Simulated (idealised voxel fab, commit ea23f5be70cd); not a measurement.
Herein follows the process module entitled voxel wiring stack.
Pictured: cross-section cut, 240 nm wide, on a grid of 5 nm square cells.
In what follows, cross-sections appear as grids of square cells, described through bands that run from the top down, where every band is one or more rows of cells.
Each band's line starts with the height of the band's top and of its bottom, in nm. Then come its materials from left to right, each with its width in nm. One material with "all across" fills the band from edge to edge. "air" is empty space.
Heights are reckoned from 0. Under this level, the received wafer is all of one material. The bottommost band is open-ended downward, for example "top 0, no bottom".
So if you see something like "30->40" for the width, read it as the top row of the band sitting at the first number and the bottom row at the second, with every row in between moving by the same amount as the last.
You'll sometimes find "same as before" written for a step, and that's the way of saying that nowhere in the cross-section did a cell change during that step.
This entry, "Cavities, sealed", enumerates those empty regions of no fewer than 8 cells that possess no open connection to the top. Each region is reported in the form width x height at distance, the distance being taken from the left edge, with all three quantities expressed in nm.
Anything after a step's settings on that line? It's the simulator's own note about the step.
The line of a step may include "overlay nm". On a step with a mask, this value is how far to the right of its planned place the mask lay. A negative value means the mask lay to the left.

The planned process steps are enumerated hereunder:
1) RECEIVE (material Si)
2) CONFORMAL_DEP (material SiO2; thk nm 15)
3) CONFORMAL_DEP (material SiN; thk nm 5)
4) DIRECTIONAL_DEP (material SiO2; thk nm 15)
5) PATTERN (tone open; mask id METAL_1; material resist; width nm 30; pitch nm 50; thk nm 20; overlay nm 0)
6) DIRECTIONAL_ETCH (etch materials SiO2; depth nm 15)
7) DIRECTIONAL_ETCH (etch materials SiN; depth nm 5)
8) STRIP (etch materials resist)
9) CONFORMAL_DEP (material TiN; thk nm 5)
10) FILL_DEP (material Cu; thk nm 10)
11) CMP (height nm 35)
12) EPI (material Ru; thk nm 5)
13) FILL_DEP (material SiCN; thk nm 5)
14) DIRECTIONAL_DEP (material lowk; thk nm 25)
15) DIRECTIONAL_DEP (material aC; thk nm 15)
16) PATTERN (tone open; mask id METAL_2; material resist; width nm 30; pitch nm 50; thk nm 35; overlay nm 0)
17) DIRECTIONAL_ETCH (etch materials aC; depth nm 15)
18) STRIP (etch materials resist)
19) DIRECTIONAL_ETCH (etch materials lowk; depth nm 15)
20) STRIP (etch materials aC)
21) PATTERN (tone open; mask id METAL_2_HOLES; material resist; width nm 15; thk nm 15; overlay nm 0)
22) DIRECTIONAL_ETCH (etch materials lowk; depth nm 10)
23) DIRECTIONAL_ETCH (etch materials SiCN; depth nm 5)
24) STRIP (etch materials resist)
25) CONFORMAL_DEP (material TiN; thk nm 5)
26) FILL_DEP (material Ru; thk nm 10)
27) CMP (height nm 70)
28) CONFORMAL_DEP (material SiN; thk nm 5)

The first of the two wafers, which ran as planned:

Cross-section, incoming material, after step 1:
  top 0, no bottom | Si all across
  Cavities, sealed: none

after step 2:
  top 15, bottom 0 | SiO2 all across
  Under the height 0 nothing was changed.

after step 3:
  top 20, bottom 15 | SiN all across
  Under the height 15 nothing was changed.

after step 4:
  top 35, bottom 20 | SiO2 all across
  Under the height 20 nothing was changed.

after step 5:
  top 55, bottom 35 | resist: 80, then air: 30, then resist: 20, then air: 30, then resist: 80
  Under the height 35 nothing was changed.

after step 6:
  top 55, bottom 35 | resist: 80, then air: 30, then resist: 20, then air: 30, then resist: 80
  top 35, bottom 20 | SiO2: 80, then air: 30, then SiO2: 20, then air: 30, then SiO2: 80
  Under the height 20 nothing was changed.

after step 7:
  top 55, bottom 35 | resist: 80, then air: 30, then resist: 20, then air: 30, then resist: 80
  top 35, bottom 20 | SiO2: 80, then air: 30, then SiO2: 20, then air: 30, then SiO2: 80
  top 20, bottom 15 | SiN: 80, then air: 30, then SiN: 20, then air: 30, then SiN: 80
  Under the height 15 nothing was changed.

after step 8:
  top 35, bottom 20 | SiO2: 80, then air: 30, then SiO2: 20, then air: 30, then SiO2: 80
  Under the height 20 nothing was changed.

after step 9:
  top 40, bottom 35 | TiN: 85, then air: 20, then TiN: 30, then air: 20, then TiN: 85
  top 35, bottom 20 | SiO2: 80, then TiN: 5, then air: 20, then TiN: 5, then SiO2: 20, then TiN: 5, then air: 20, then TiN: 5, then SiO2: 80
  top 20, bottom 15 | SiN: 80, then TiN: 30, then SiN: 20, then TiN: 30, then SiN: 80
  Under the height 15 nothing was changed.

after step 10:
  top 50, bottom 40 | Cu all across
  top 40, bottom 35 | TiN: 85, then Cu: 20, then TiN: 30, then Cu: 20, then TiN: 85
  top 35, bottom 20 | SiO2: 80, then TiN: 5, then Cu: 20, then TiN: 5, then SiO2: 20, then TiN: 5, then Cu: 20, then TiN: 5, then SiO2: 80
  Under the height 20 nothing was changed.

after step 11:
  top 35, bottom 20 | SiO2: 80, then TiN: 5, then Cu: 20, then TiN: 5, then SiO2: 20, then TiN: 5, then Cu: 20, then TiN: 5, then SiO2: 80
  Under the height 20 nothing was changed.

after step 12:
  top 40, bottom 35 | air: 75, then Ru: 40, then air: 10, then Ru: 40, then air: 75
  Under the height 35 nothing was changed.

after step 13:
  top 45, bottom 40 | SiCN all across
  top 40, bottom 35 | SiCN: 75, then Ru: 40, then SiCN: 10, then Ru: 40, then SiCN: 75
  Under the height 35 nothing was changed.

after step 14:
  top 70, bottom 45 | lowk all across
  Under the height 45 nothing was changed.

after step 15:
  top 85, bottom 70 | aC all across
  Under the height 70 nothing was changed.

after step 16:
  top 120, bottom 85 | resist: 80, then air: 30, then resist: 20, then air: 30, then resist: 80
  Under the height 85 nothing was changed.

after step 17:
  top 105, bottom 85 | resist: 80, then air: 30, then resist: 20, then air: 30, then resist: 80
  top 85, bottom 70 | aC: 80, then air: 30, then aC: 20, then air: 30, then aC: 80
  Under the height 70 nothing was changed.

after step 18:
  top 85, bottom 70 | aC: 80, then air: 30, then aC: 20, then air: 30, then aC: 80
  Under the height 70 nothing was changed.

after step 19:
  top 85, bottom 70 | aC: 80, then air: 30, then aC: 20, then air: 30, then aC: 80
  top 70, bottom 55 | lowk: 80, then air: 30, then lowk: 20, then air: 30, then lowk: 80
  Under the height 55 nothing was changed.

after step 20:
  top 70, bottom 55 | lowk: 80, then air: 30, then lowk: 20, then air: 30, then lowk: 80
  Under the height 55 nothing was changed.

after step 21:
  top 85, bottom 70 | resist: 80, then air: 15, then resist: 145
  top 70, bottom 55 | lowk: 80, then air: 15, then resist: 15, then lowk: 20, then resist: 30, then lowk: 80
  Under the height 55 nothing was changed.

after step 22:
  top 85, bottom 70 | resist: 80, then air: 15, then resist: 145
  top 70, bottom 55 | lowk: 80, then air: 15, then resist: 15, then lowk: 20, then resist: 30, then lowk: 80
  top 55, bottom 45 | lowk: 80, then air: 15, then lowk: 145
  Under the height 45 nothing was changed.

after step 23:
  top 85, bottom 70 | resist: 80, then air: 15, then resist: 145
  top 70, bottom 55 | lowk: 80, then air: 15, then resist: 15, then lowk: 20, then resist: 30, then lowk: 80
  top 55, bottom 45 | lowk: 80, then air: 15, then lowk: 145
  top 45, bottom 40 | SiCN: 80, then air: 15, then SiCN: 145
  Under the height 40 nothing was changed.

after step 24:
  top 70, bottom 55 | lowk: 80, then air: 30, then lowk: 20, then air: 30, then lowk: 80
  Under the height 55 nothing was changed.

after step 25:
  top 75, bottom 70 | TiN: 85, then air: 20, then TiN: 30, then air: 20, then TiN: 85
  top 70, bottom 60 | lowk: 80, then TiN: 5, then air: 20, then TiN: 5, then lowk: 20, then TiN: 5, then air: 20, then TiN: 5, then lowk: 80
  top 60, bottom 55 | lowk: 80, then TiN: 5, then air: 5, then TiN: 20, then lowk: 20, then TiN: 30, then lowk: 80
  top 55, bottom 45 | lowk: 80, then TiN: 5, then air: 5, then TiN: 5, then lowk: 145
  top 45, bottom 40 | SiCN: 80, then TiN: 15, then SiCN: 145
  Under the height 40 nothing was changed.

after step 26:
  top 85, bottom 75 | Ru all across
  top 75, bottom 70 | TiN: 85, then Ru: 20, then TiN: 30, then Ru: 20, then TiN: 85
  top 70, bottom 60 | lowk: 80, then TiN: 5, then Ru: 20, then TiN: 5, then lowk: 20, then TiN: 5, then Ru: 20, then TiN: 5, then lowk: 80
  top 60, bottom 55 | lowk: 80, then TiN: 5, then Ru: 5, then TiN: 20, then lowk: 20, then TiN: 30, then lowk: 80
  top 55, bottom 45 | lowk: 80, then TiN: 5, then Ru: 5, then TiN: 5, then lowk: 145
  Under the height 45 nothing was changed.

after step 27:
  top 70, bottom 60 | lowk: 80, then TiN: 5, then Ru: 20, then TiN: 5, then lowk: 20, then TiN: 5, then Ru: 20, then TiN: 5, then lowk: 80
  Under the height 60 nothing was changed.

after step 28:
  top 75, bottom 70 | SiN all across
  Under the height 70 nothing was changed.

Second wafer: same start and same plan as the first, one execution error; identical to the first through step 24:

Second wafer at the planned finish of step 25, seen in cross-section:
  top 75, bottom 70 | SiO2: 85, then air: 20, then SiO2: 30, then air: 20, then SiO2: 85
  top 70, bottom 60 | lowk: 80, then SiO2: 5, then air: 20, then SiO2: 5, then lowk: 20, then SiO2: 5, then air: 20, then SiO2: 5, then lowk: 80
  top 60, bottom 55 | lowk: 80, then SiO2: 5, then air: 5, then SiO2: 20, then lowk: 20, then SiO2: 30, then lowk: 80
  top 55, bottom 45 | lowk: 80, then SiO2: 5, then air: 5, then SiO2: 5, then lowk: 145
  top 45, bottom 40 | SiCN: 80, then SiO2: 15, then SiCN: 145
  Under the height 40 nothing was changed.

Second wafer at the planned finish of step 26, seen in cross-section:
  top 85, bottom 75 | Ru all across
  top 75, bottom 70 | SiO2: 85, then Ru: 20, then SiO2: 30, then Ru: 20, then SiO2: 85
  top 70, bottom 60 | lowk: 80, then SiO2: 5, then Ru: 20, then SiO2: 5, then lowk: 20, then SiO2: 5, then Ru: 20, then SiO2: 5, then lowk: 80
  top 60, bottom 55 | lowk: 80, then SiO2: 5, then Ru: 5, then SiO2: 20, then lowk: 20, then SiO2: 30, then lowk: 80
  top 55, bottom 45 | lowk: 80, then SiO2: 5, then Ru: 5, then SiO2: 5, then lowk: 145
  Under the height 45 nothing was changed.

Second wafer at the planned finish of step 27, seen in cross-section:
  top 70, bottom 60 | lowk: 80, then SiO2: 5, then Ru: 20, then SiO2: 5, then lowk: 20, then SiO2: 5, then Ru: 20, then SiO2: 5, then lowk: 80
  Under the height 60 nothing was changed.

Second wafer at the planned finish of step 28, seen in cross-section:
  top 75, bottom 70 | SiN all across
  Under the height 70 nothing was changed.
Processing error: step 25 ran as: CONFORMAL_DEP (material SiO2; thk nm 5)
Counted in cells at the end, the second wafer holds more or fewer of these materials than the first: 26 more of SiO2, 26 fewer of TiN
